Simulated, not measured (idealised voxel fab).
Process module, titled voxel wiring stack
Cross-sectional view cut (width: 285 nm; square cell size: 5 nm).
Heads up, the way a cross-section reads in here is a grid of square cells, handed over as bands from the top down, with every band being one or more rows of cells. The band entry comprises the height of the band's top followed by the height of its bottom, expressed in nm, and subsequently the band's materials from left to right, each stated together with its width in nm. Where a single material is marked with the word "all across", that material fills the band from edge to edge. The word "empty" represents empty space. Height 0 is the level under which the wafer as received is all one material. The lowest band goes on downwards, as in "0 and below". Width "30->40": first value at the band's top row of cells, second value at its bottom row, equal change from row to row. Any step labelled "nothing different" changed none of the cells in the cross-section. "Closed void roster" lists enclosed empty spaces (at least 8 cells, no open path upward to the top), each as width x height at distance from the left edge, in nm. The remark found on a step's line after its settings is issued by the simulator itself and pertains to that step. Steps that use a mask can have "overlay nm" on their line. It says how far the mask sat to the right of where it was meant to be. Negative means to the left.

# Planned process steps
1: op RECEIVE | material Si
2: op CONFORMAL_DEP | material SiO2 | thk nm 15
3: op DIRECTIONAL_DEP | material TiN | thk nm 5
4: op DIRECTIONAL_DEP | material Ru | thk nm 15
5: op MASKED_ETCH | tone cover | mask id METAL_1 | width nm 20 | pitch nm 40 | etch materials Ru | depth nm 15 | overlay nm 0
6: op MASKED_ETCH | tone cover | mask id METAL_1 | width nm 20 | pitch nm 40 | etch materials TiN | depth nm 5 | overlay nm 0
7: op CONFORMAL_DEP | material SiN | thk nm 5
8: op FILL_DEP | material SiO2 | thk nm 5
9: op CMP | height nm 35
10: op CONFORMAL_DEP | material SiCN | thk nm 5
11: op DIRECTIONAL_DEP | material SiO2 | thk nm 30
12: op MASKED_ETCH | tone open | mask id METAL_2 | width nm 20 | pitch nm 40 | etch materials SiO2 | depth nm 20 | overlay nm 0
13: op MASKED_ETCH | tone open | mask id METAL_2_HOLES | width nm 15 | pitch nm 40 | etch materials SiO2 | depth nm 10 | overlay nm 0
14: op MASKED_ETCH | tone open | mask id METAL_2_HOLES | width nm 15 | pitch nm 40 | etch materials SiCN | depth nm 5 | overlay nm 0
15: op CONFORMAL_DEP | material TiN | thk nm 5
16: op FILL_DEP | material Ru | thk nm 10
17: op CMP | height nm 70
18: op CONFORMAL_DEP | material SiCN | thk nm 5

# Wafer cross-section on receipt, i.e. after step 1
> 0 and below: Si all across
> Closed void roster: none

# Sectioned view, first of two wafers, at the close of the module, processed as intended in the plan
> 75 down to 70: SiCN all across
> 70 down to 55: SiO2: 70 / TiN: 5 / Ru: 10 / TiN: 5 / SiO2: 20 / TiN: 5 / Ru: 10 / TiN: 5 / SiO2: 20 / TiN: 5 / Ru: 10 / TiN: 5 / SiO2: 20 / TiN: 5 / Ru: 10 / TiN: 5 / SiO2: 75
> 55 down to 50: SiO2: 70 / TiN: 5 / Ru: 5 / TiN: 10 / SiO2: 20 / TiN: 5 / Ru: 5 / TiN: 10 / SiO2: 20 / TiN: 5 / Ru: 5 / TiN: 10 / SiO2: 20 / TiN: 5 / Ru: 5 / TiN: 10 / SiO2: 75
> 50 down to 40: SiO2: 70 / TiN: 5 / Ru: 5 / TiN: 5 / SiO2: 25 / TiN: 5 / Ru: 5 / TiN: 5 / SiO2: 25 / TiN: 5 / Ru: 5 / TiN: 5 / SiO2: 25 / TiN: 5 / Ru: 5 / TiN: 5 / SiO2: 80
> 40 down to 35: SiCN: 70 / TiN: 15 / SiCN: 25 / TiN: 15 / SiCN: 25 / TiN: 15 / SiCN: 25 / TiN: 15 / SiCN: 80
> 35 down to 20: SiO2: 65 / SiN: 5 / Ru: 20 / SiN: 5 / SiO2: 10 / SiN: 5 / Ru: 20 / SiN: 5 / SiO2: 10 / SiN: 5 / Ru: 20 / SiN: 5 / SiO2: 10 / SiN: 5 / Ru: 20 / SiN: 5 / SiO2: 70
> 20 down to 15: SiN: 70 / TiN: 20 / SiN: 20 / TiN: 20 / SiN: 20 / TiN: 20 / SiN: 20 / TiN: 20 / SiN: 75
> 15 down to 0: SiO2 all across
> 0 and below: Si all across
> Closed void roster: none

# Cross-sectional view: second of two wafers, end of module; start and plan identical to the first, one mistake in running
> 75 down to 70: SiCN all across
> 70 down to 40: SiO2 all across
> 40 down to 35: SiCN all across
> 35 down to 20: SiO2: 65 / SiN: 5 / Ru: 20 / SiN: 5 / SiO2: 10 / SiN: 5 / Ru: 20 / SiN: 5 / SiO2: 10 / SiN: 5 / Ru: 20 / SiN: 5 / SiO2: 10 / SiN: 5 / Ru: 20 / SiN: 5 / SiO2: 70
> 20 down to 15: SiN: 70 / TiN: 20 / SiN: 20 / TiN: 20 / SiN: 20 / TiN: 20 / SiN: 20 / TiN: 20 / SiN: 75
> 15 down to 0: SiO2 all across
> 0 and below: Si all across
> Closed void roster: none
The plan and the run diverged here: in the plan, step 11 was performed twice
In the final state, the cell counts of the second wafer exceed or fall short of those of the first for the following materials: -36 Ru; +12 SiCN; +88 SiO2; -64 TiN
